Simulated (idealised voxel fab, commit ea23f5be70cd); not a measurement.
process module | voxel released beams
The width of the displayed cross-section, cut, is 185 nm; its cells are square, with a size of 5 nm.
Reading order for cross-sections: top band down to bottom band. Underlying form: a grid of square cells. Band size: one or more rows of cells. What a band's entry tells you: where the top is and where the bottom is, as heights in nm, and after that what lies inside, material by material from left to right, each with its width in nm. Empty space is written as the word "blank", and a single material marked with the word "full width" occupies the band from edge to edge. Height reference: 0 = level under which incoming wafer is all one material. Lowest band: no bottom, runs on downward, e.g. "0 nm and below". With a width like "30..40", each row of cells in the band differs from the next by the same amount, the top row carrying the first number and the bottom row the second. "no change" -> step changed no cross-section cell. Heads up: "Entrapped void list" only lists the empty pockets with no open path to the top that are 8 cells or more, and it writes them as width x height at distance, distance from the left edge, in nm. Heads up: the bit after the settings on a step's line is the simulator's remark on that step. "overlay nm" on a masked step: distance the mask lay right of its planned place, negative for left.
The process steps that were planned are listed below:
1 RECEIVE,material Si
2 CONFORMAL_DEP,material Al2O3,thk nm 10
3 DIRECTIONAL_DEP,material SiO2,thk nm 20
4 DIRECTIONAL_DEP,material aC,thk nm 10
5 PATTERN,tone open,mask id ANCHOR,material resist,width nm 45,thk nm 30,overlay nm 0
6 DIRECTIONAL_ETCH,etch materials aC,depth nm 10
7 STRIP,etch materials resist
8 DIRECTIONAL_ETCH,etch materials SiO2,depth nm 20
9 STRIP,etch materials aC
10 CONFORMAL_DEP,material polySi,thk nm 15
11 MASKED_ETCH,tone cover,mask id BEAM,width nm 110,etch materials polySi,depth nm 15,overlay nm 0
12 STRIP,etch materials SiO2
Cross-section of the incoming wafer, state after step 1:
0 nm and below  Si full width
Entrapped void list: none
Cross-sectional result after module completion. Note: starting condition and plan are unchanged from above; one processing mistake was made:
45 nm to 30 nm  blank (40) | polySi (15) | blank (15) | polySi (75) | blank (40)
30 nm to 25 nm  blank (40) | polySi (15) | blank (15) | polySi (15) | blank (100)
25 nm to 10 nm  blank (40) | polySi (45) | blank (100)
10 nm to 0 nm  Al2O3 full width
0 nm and below  Si full width
Entrapped void list: none
What broke from the plan during processing? heads up, step 11 didn't go per plan, it actually ran as MASKED_ETCH,tone cover,mask id BEAM,width nm 105,etch materials polySi,depth nm 15,overlay nm 0
